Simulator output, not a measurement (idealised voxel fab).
The following is a process module called voxel wiring stack.
Section shown: cut. Width: 255 nm. Cell size: 5 nm, square.
A cross-section in this document is a grid of square cells, and it is written down as bands, the top band listed before the ones below it; a band is made up of one or more rows of cells.
Band: top height; bottom height; in nm. Then, left to right: material with width in nm, for each material. "everywhere": a single material spanning edge to edge. "blank": empty space.
Height reference: 0 = level under which incoming wafer is all one material. Lowest band: no bottom, runs on downward, e.g. "0 nm and below".
So if you see something like "30..40" for the width, read it as the top row of the band sitting at the first number and the bottom row at the second, with every row in between moving by the same amount as the last.
"left unchanged" -> step changed no cross-section cell.
"Closed void list" - sealed voids, min. 8 cells, no opening to top; format: width x height at distance (distance from left edge; nm throughout).
On each step's line, the part that comes after the settings is the simulator's own comment on the step.
For masked steps, "overlay nm" on the step line gives how far right of plan the mask actually lay; a minus sign means it lay to the left.

These are the steps we planned for the process:
1,RECEIVE, material Si
2,CONFORMAL_DEP, material SiO2, thk nm 15
3,CONFORMAL_DEP, material SiN, thk nm 5
4,DIRECTIONAL_DEP, material SiO2, thk nm 15
5,DIRECTIONAL_DEP, material aC, thk nm 15
6,PATTERN, tone open, mask id METAL_1, material resist, width nm 20, pitch nm 35, thk nm 35, overlay nm 0
7,DIRECTIONAL_ETCH, etch materials aC, depth nm 15
8,STRIP, etch materials resist
9,DIRECTIONAL_ETCH, etch materials SiO2, depth nm 15
10,DIRECTIONAL_ETCH, etch materials SiN, depth nm 5
11,STRIP, etch materials aC
12,CONFORMAL_DEP, material TiN, thk nm 5
13,FILL_DEP, material W, thk nm 10
14,CMP, height nm 35
15,CONFORMAL_DEP, material SiCN, thk nm 5
16,DIRECTIONAL_DEP, material SiO2, thk nm 15
17,PATTERN, tone open, mask id PLUG_1, material resist, width nm 15, pitch nm 70, thk nm 20, overlay nm 0
18,DIRECTIONAL_ETCH, etch materials SiO2, depth nm 15
19,DIRECTIONAL_ETCH, etch materials SiCN, depth nm 5
20,STRIP, etch materials resist
21,CONFORMAL_DEP, material TiN, thk nm 5
22,FILL_DEP, material Ru, thk nm 10
23,CMP, height nm 55
24,DIRECTIONAL_DEP, material TiN, thk nm 5
25,DIRECTIONAL_DEP, material Ru, thk nm 15
26,MASKED_ETCH, tone cover, mask id METAL_2, width nm 20, pitch nm 35, etch materials Ru, depth nm 15, overlay nm 0
27,MASKED_ETCH, tone cover, mask id METAL_2, width nm 20, pitch nm 35, etch materials TiN, depth nm 5, overlay nm 0
28,FILL_DEP, material SiO2, thk nm 5
29,CMP, height nm 75
30,CONFORMAL_DEP, material SiCN, thk nm 5
31,DIRECTIONAL_DEP, material SiO2, thk nm 30
32,DIRECTIONAL_DEP, material aC, thk nm 10
33,PATTERN, tone open, mask id METAL_3, material resist, width nm 20, pitch nm 35, thk nm 30, overlay nm 0
34,DIRECTIONAL_ETCH, etch materials aC, depth nm 10
35,STRIP, etch materials resist
36,DIRECTIONAL_ETCH, etch materials SiO2, depth nm 20
37,STRIP, etch materials aC
38,PATTERN, tone open, mask id METAL_3_HOLES, material resist, width nm 15, pitch nm 70, thk nm 20, overlay nm 0
39,DIRECTIONAL_ETCH, etch materials SiO2, depth nm 10
40,DIRECTIONAL_ETCH, etch materials SiCN, depth nm 5
41,STRIP, etch materials resist
42,CONFORMAL_DEP, material TiN, thk nm 5
43,FILL_DEP, material Cu, thk nm 5
44,CMP, height nm 110
45,CONFORMAL_DEP, material SiN, thk nm 5
The wafers in this document start out alike and differ in the width nm applied at step 17; the plan shows the value used for the first wafer.

As received, i.e. after step 1: cross-section through the first of several wafers:
- 0 nm and below | Si everywhere
- Closed void list: none

Quick look at the cross-section of the first of several wafers after step 45, which wraps up the module:
- 115 nm to 110 nm | SiN everywhere
- 110 nm to 95 nm | SiO2 (65) / TiN (5) / Cu (10) / TiN (5) / SiO2 (15) / TiN (5) / Cu (10) / TiN (5) / SiO2 (15) / TiN (5) / Cu (10) / TiN (5) / SiO2 (15) / TiN (5) / Cu (10) / TiN (5) / SiO2 (65)
- 95 nm to 90 nm | SiO2 (65) / TiN (5) / Cu (5) / TiN (10) / SiO2 (15) / TiN (20) / SiO2 (15) / TiN (5) / Cu (5) / TiN (10) / SiO2 (15) / TiN (20) / SiO2 (65)
- 90 nm to 80 nm | SiO2 (65) / TiN (5) / Cu (5) / TiN (5) / SiO2 (55) / TiN (5) / Cu (5) / TiN (5) / SiO2 (105)
- 80 nm to 75 nm | SiCN (65) / TiN (15) / SiCN (55) / TiN (15) / SiCN (105)
- 75 nm to 60 nm | SiO2 (65) / Ru (20) / SiO2 (15) / Ru (20) / SiO2 (15) / Ru (20) / SiO2 (15) / Ru (20) / SiO2 (65)
- 60 nm to 55 nm | SiO2 (65) / TiN (20) / SiO2 (15) / TiN (20) / SiO2 (15) / TiN (20) / SiO2 (15) / TiN (20) / SiO2 (65)
- 55 nm to 40 nm | SiO2 (65) / TiN (5) / Ru (5) / TiN (5) / SiO2 (55) / TiN (5) / Ru (5) / TiN (5) / SiO2 (105)
- 40 nm to 35 nm | SiCN (65) / TiN (15) / SiCN (55) / TiN (15) / SiCN (105)
- 35 nm to 20 nm | SiO2 (65) / TiN (5) / W (10) / TiN (5) / SiO2 (15) / TiN (5) / W (10) / TiN (5) / SiO2 (15) / TiN (5) / W (10) / TiN (5) / SiO2 (15) / TiN (5) / W (10) / TiN (5) / SiO2 (65)
- 20 nm to 15 nm | SiN (65) / TiN (20) / SiN (15) / TiN (20) / SiN (15) / TiN (20) / SiN (15) / TiN (20) / SiN (65)
- 15 nm to 0 nm | SiO2 everywhere
- 0 nm and below | Si everywhere
- Closed void list: none

Cross-section of the final wafer among several, taken at the end of the module:
- 115 nm to 110 nm | SiN everywhere
- 110 nm to 95 nm | SiO2 (65) / TiN (5) / Cu (10) / TiN (5) / SiO2 (15) / TiN (5) / Cu (10) / TiN (5) / SiO2 (15) / TiN (5) / Cu (10) / TiN (5) / SiO2 (15) / TiN (5) / Cu (10) / TiN (5) / SiO2 (65)
- 95 nm to 90 nm | SiO2 (65) / TiN (5) / Cu (5) / TiN (10) / SiO2 (15) / TiN (20) / SiO2 (15) / TiN (5) / Cu (5) / TiN (10) / SiO2 (15) / TiN (20) / SiO2 (65)
- 90 nm to 80 nm | SiO2 (65) / TiN (5) / Cu (5) / TiN (5) / SiO2 (55) / TiN (5) / Cu (5) / TiN (5) / SiO2 (105)
- 80 nm to 75 nm | SiCN (65) / TiN (15) / SiCN (55) / TiN (15) / SiCN (105)
- 75 nm to 60 nm | SiO2 (65) / Ru (20) / SiO2 (15) / Ru (20) / SiO2 (15) / Ru (20) / SiO2 (15) / Ru (20) / SiO2 (65)
- 60 nm to 55 nm | SiO2 (65) / TiN (20) / SiO2 (15) / TiN (20) / SiO2 (15) / TiN (20) / SiO2 (15) / TiN (20) / SiO2 (65)
- 55 nm to 40 nm | SiO2 (60) / TiN (5) / Ru (20) / TiN (5) / SiO2 (40) / TiN (5) / Ru (20) / TiN (5) / SiO2 (95)
- 40 nm to 35 nm | SiCN (60) / TiN (30) / SiCN (40) / TiN (30) / SiCN (95)
- 35 nm to 20 nm | SiO2 (65) / TiN (5) / W (10) / TiN (5) / SiO2 (15) / TiN (5) / W (10) / TiN (5) / SiO2 (15) / TiN (5) / W (10) / TiN (5) / SiO2 (15) / TiN (5) / W (10) / TiN (5) / SiO2 (65)
- 20 nm to 15 nm | SiN (65) / TiN (20) / SiN (15) / TiN (20) / SiN (15) / TiN (20) / SiN (15) / TiN (20) / SiN (65)
- 15 nm to 0 nm | SiO2 everywhere
- 0 nm and below | Si everywhere
- Closed void list: none

Gained (+) or lost (-) cells of each material since receipt, then closed voids: one row per wafer, at the end of the module:
width nm 15, +30 Cu, +54 Ru, +90 SiCN, +86 SiN, +763 SiO2, +126 TiN, +24 W, Closed void list: none
width nm 20, +30 Cu, +60 Ru, +88 SiCN, +86 SiN, +757 SiO2, +128 TiN, +24 W, Closed void list: none
width nm 25, +30 Cu, +66 Ru, +86 SiCN, +86 SiN, +751 SiO2, +130 TiN, +24 W, Closed void list: none
width nm 30, +30 Cu, +72 Ru, +84 SiCN, +86 SiN, +745 SiO2, +132 TiN, +24 W, Closed void list: none
